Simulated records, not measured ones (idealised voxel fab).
This is a process module. Its name is voxel gate over fins.
Displayed cross-section: cut, width of 235 nm, square cells sized 5 nm.
In this document a cross-section is written as a grid of square cells. It is given as a series of bands, listed from the top down, and a band is one or more rows of cells. What a band's entry tells you: where the top is and where the bottom is, as heights in nm, and after that what lies inside, material by material from left to right, each with its width in nm. Empty space is written as the word "blank", and a single material marked with the word "full width" occupies the band from edge to edge. The reference from which all heights are counted is 0, the level beneath which the as-received wafer is entirely one material; the lowest band, having no lower bound, proceeds downward and is written after the example "0..down". Graded width ("30->40"): value in top row of band = first number; value in bottom row = second number; row-to-row change constant. "nothing changed" (step): cross-section cells unchanged, all of them. You'll see "Closed-off voids" listing empty spaces that have no way open to the top, as long as they're 8 cells or more; the notation is width x height at distance, where the distance is from the left edge, and all of it is in nm. Past the settings on a step's line: simulator remark, on that step. "overlay nm" on a masked step: distance the mask lay right of its planned place, negative for left.
# Steps in the process plan
1: op RECEIVE | material Si
2: op CONFORMAL_DEP | material SiN | thk nm 10
3: op MASKED_ETCH | tone cover | mask id FINS | width nm 15 | pitch nm 35 | etch materials SiN | depth nm 10 | overlay nm 0
4: op MASKED_ETCH | tone cover | mask id FINS | width nm 15 | pitch nm 35 | etch materials Si | depth nm 35 | overlay nm 0
5: op FILL_DEP | material SiO2 | thk nm 15
6: op CMP | height nm 10
7: op SELECTIVE_ETCH | etch materials SiO2 | depth nm 20
8: op STRIP | etch materials SiN
9: op CONFORMAL_DEP | material HfO2 | thk nm 5
10: op CONFORMAL_DEP | material TiN | thk nm 5
11: op FILL_DEP | material W | thk nm 15
12: op CMP | height nm 20
13: op CONFORMAL_DEP | material SiCN | thk nm 5
# first wafer, as planned
# Cross-section of the wafer upon arrival, representing the state reached after step 1
* 0..down  Si full width
* Closed-off voids: none
# After step 2, in cross-section
* 10..0  SiN full width
* Everything below 0 is unchanged.
# After step 3, in cross-section
* 10..0  blank (90)  SiN (15)  blank (20)  SiN (15)  blank (95)
* Everything below 0 is unchanged.
# After step 4, in cross-section
* 10..0  blank (90)  SiN (15)  blank (20)  SiN (15)  blank (95)
* 0..-35  blank (90)  Si (15)  blank (20)  Si (15)  blank (95)
* Everything below -35 is unchanged.
# After step 5, in cross-section
* 25..10  SiO2 full width
* 10..0  SiO2 (90)  SiN (15)  SiO2 (20)  SiN (15)  SiO2 (95)
* 0..-35  SiO2 (90)  Si (15)  SiO2 (20)  Si (15)  SiO2 (95)
* Everything below -35 is unchanged.
# After step 6, in cross-section
* 10..0  SiO2 (90)  SiN (15)  SiO2 (20)  SiN (15)  SiO2 (95)
* Everything below 0 is unchanged.
# After step 7, in cross-section
* 10..0  blank (90)  SiN (15)  blank (20)  SiN (15)  blank (95)
* 0..-10  blank (90)  Si (15)  blank (20)  Si (15)  blank (95)
* Everything below -10 is unchanged.
# After step 8, in cross-section
* 0..-10  blank (90)  Si (15)  blank (20)  Si (15)  blank (95)
* Everything below -10 is unchanged.
# After step 9, in cross-section
* 5..0  blank (85)  HfO2 (25)  blank (10)  HfO2 (25)  blank (90)
* 0..-5  blank (85)  HfO2 (5)  Si (15)  HfO2 (5)  blank (10)  HfO2 (5)  Si (15)  HfO2 (5)  blank (90)
* -5..-10  HfO2 (90)  Si (15)  HfO2 (20)  Si (15)  HfO2 (95)
* Everything below -10 is unchanged.
# After step 10, in cross-section
* 10..5  blank (80)  TiN (70)  blank (85)
* 5..0  blank (80)  TiN (5)  HfO2 (25)  TiN (10)  HfO2 (25)  TiN (5)  blank (85)
* 0..-5  TiN (85)  HfO2 (5)  Si (15)  HfO2 (5)  TiN (10)  HfO2 (5)  Si (15)  HfO2 (5)  TiN (90)
* Everything below -5 is unchanged.
# After step 11, in cross-section
* 25..10  W full width
* 10..5  W (80)  TiN (70)  W (85)
* 5..0  W (80)  TiN (5)  HfO2 (25)  TiN (10)  HfO2 (25)  TiN (5)  W (85)
* Everything below 0 is unchanged.
# After step 12, in cross-section
* 20..10  W full width
* Everything below 10 is unchanged.
# After step 13, in cross-section
* 25..20  SiCN full width
* Everything below 20 is unchanged.
# Second Wafer (Identical Start and Plan, One Processing Error; Matches First Wafer Through Step 3)
# Cross-sectional representation of the second wafer at the time designated in the plan for the completion of step 4
* 10..0  blank (90)  SiN (15)  blank (20)  SiN (15)  blank (95)
* 0..-30  blank (90)  Si (15)  blank (20)  Si (15)  blank (95)
* Everything below -30 is unchanged.
# Cross-sectional representation of the second wafer at the time designated in the plan for the completion of step 5
* 25..10  SiO2 full width
* 10..0  SiO2 (90)  SiN (15)  SiO2 (20)  SiN (15)  SiO2 (95)
* 0..-30  SiO2 (90)  Si (15)  SiO2 (20)  Si (15)  SiO2 (95)
* Everything below -30 is unchanged.
# Cross-sectional representation of the second wafer at the time designated in the plan for the completion of step 6
* 10..0  SiO2 (90)  SiN (15)  SiO2 (20)  SiN (15)  SiO2 (95)
* Everything below 0 is unchanged.
# Cross-sectional representation of the second wafer at the time designated in the plan for the completion of step 7
* 10..0  blank (90)  SiN (15)  blank (20)  SiN (15)  blank (95)
* 0..-10  blank (90)  Si (15)  blank (20)  Si (15)  blank (95)
* Everything below -10 is unchanged.
# Cross-sectional representation of the second wafer at the time designated in the plan for the completion of step 8
* 0..-10  blank (90)  Si (15)  blank (20)  Si (15)  blank (95)
* Everything below -10 is unchanged.
# Cross-sectional representation of the second wafer at the time designated in the plan for the completion of step 9
* 5..0  blank (85)  HfO2 (25)  blank (10)  HfO2 (25)  blank (90)
* 0..-5  blank (85)  HfO2 (5)  Si (15)  HfO2 (5)  blank (10)  HfO2 (5)  Si (15)  HfO2 (5)  blank (90)
* -5..-10  HfO2 (90)  Si (15)  HfO2 (20)  Si (15)  HfO2 (95)
* Everything below -10 is unchanged.
# Cross-sectional representation of the second wafer at the time designated in the plan for the completion of step 10
* 10..5  blank (80)  TiN (70)  blank (85)
* 5..0  blank (80)  TiN (5)  HfO2 (25)  TiN (10)  HfO2 (25)  TiN (5)  blank (85)
* 0..-5  TiN (85)  HfO2 (5)  Si (15)  HfO2 (5)  TiN (10)  HfO2 (5)  Si (15)  HfO2 (5)  TiN (90)
* Everything below -5 is unchanged.
# Cross-sectional representation of the second wafer at the time designated in the plan for the completion of step 11
* 25..10  W full width
* 10..5  W (80)  TiN (70)  W (85)
* 5..0  W (80)  TiN (5)  HfO2 (25)  TiN (10)  HfO2 (25)  TiN (5)  W (85)
* Everything below 0 is unchanged.
# Cross-sectional representation of the second wafer at the time designated in the plan for the completion of step 12
* 20..10  W full width
* Everything below 10 is unchanged.
# Cross-sectional representation of the second wafer at the time designated in the plan for the completion of step 13
* 25..20  SiCN full width
* Everything below 20 is unchanged.
What was done differently from what was planned? step 4 did not happen as planned, as run it was op MASKED_ETCH | tone cover | mask id FINS | width nm 15 | pitch nm 35 | etch materials Si | depth nm 30 | overlay nm 0
Cell-count delta at end, second wafer over first, by material: Si: 41 more | SiO2: 41 fewer
